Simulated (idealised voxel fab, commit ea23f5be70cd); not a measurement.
process module | voxel trench capacitor
Cross-sectional view cut (width: 245 nm; square cell size: 5 nm).
A cross-section in this document is a grid of square cells, and it is written down as bands, the top band listed before the ones below it; a band is made up of one or more rows of cells. This entry defines a band. It first specifies the height of the band's top and the height of its bottom in nm, and then specifies the band's materials from left to right, stating each material with its width in nm. The word "full width" identifies a single material that fills the band from edge to edge, while the word "blank" identifies empty space. The level at which height equals 0 is the one under which the wafer, as it arrives, is entirely one material. No lower edge exists for the bottom band, which continues downward and is notated as in "0 and below". Per-row width for "30..40": begins at first number (top row of band), ends at second number (bottom row), increment between rows held constant. Given "nothing changed" for a step, no cell of the cross-section differs between before and after that step. The list in "Enclosed internal cavities" covers empty spaces of 8 cells or more that cannot reach the top through any open way, and it gives each as width x height at distance; the distance is from the left edge, and width, height and distance are in nm. Where a step's line continues beyond its settings, the continuation is a remark by the simulator itself on that step. If you see "overlay nm" on a step's line and that step has a mask, it's telling you how far right of where it was planned the mask ended up; a negative number means it went left instead.

## Here's what the planned process steps look like
step 1: RECEIVE | material Si
step 2: CONFORMAL_DEP | material SiN | thk nm 10
step 3: DIRECTIONAL_DEP | material aC | thk nm 10
step 4: PATTERN | tone open | mask id TRENCH | material resist | width nm 15 | pitch nm 40 | thk nm 30 | overlay nm 0
step 5: DIRECTIONAL_ETCH | etch materials aC | depth nm 10
step 6: STRIP | etch materials resist
step 7: DIRECTIONAL_ETCH | etch materials SiN | depth nm 10
step 8: DIRECTIONAL_ETCH | etch materials Si | depth nm 35
step 9: STRIP | etch materials aC
step 10: CONFORMAL_DEP | material Al2O3 | thk nm 5
step 11: FILL_DEP | material polySi | thk nm 10
step 12: CMP | height nm 10

## Cross-section of the wafer upon arrival, representing the state reached after step 1
* 0 and below = Si full width
* Enclosed internal cavities: none

## Starting wafer: above. Plan: above. Run: one mistake. Cross-section after the module: below
* 25 down to 15 = polySi full width
* 15 down to 10 = Al2O3 (80) / polySi (5) / Al2O3 (35) / polySi (5) / Al2O3 (35) / polySi (5) / Al2O3 (80)
* 10 down to 0 = SiN (75) / Al2O3 (5) / polySi (5) / Al2O3 (5) / SiN (25) / Al2O3 (5) / polySi (5) / Al2O3 (5) / SiN (25) / Al2O3 (5) / polySi (5) / Al2O3 (5) / SiN (75)
* 0 down to -30 = Si (75) / Al2O3 (5) / polySi (5) / Al2O3 (5) / Si (25) / Al2O3 (5) / polySi (5) / Al2O3 (5) / Si (25) / Al2O3 (5) / polySi (5) / Al2O3 (5) / Si (75)
* -30 down to -35 = Si (75) / Al2O3 (15) / Si (25) / Al2O3 (15) / Si (25) / Al2O3 (15) / Si (75)
* -35 and below = Si full width
* Enclosed internal cavities: none
Finding, execution versus plan: step 12 was left out
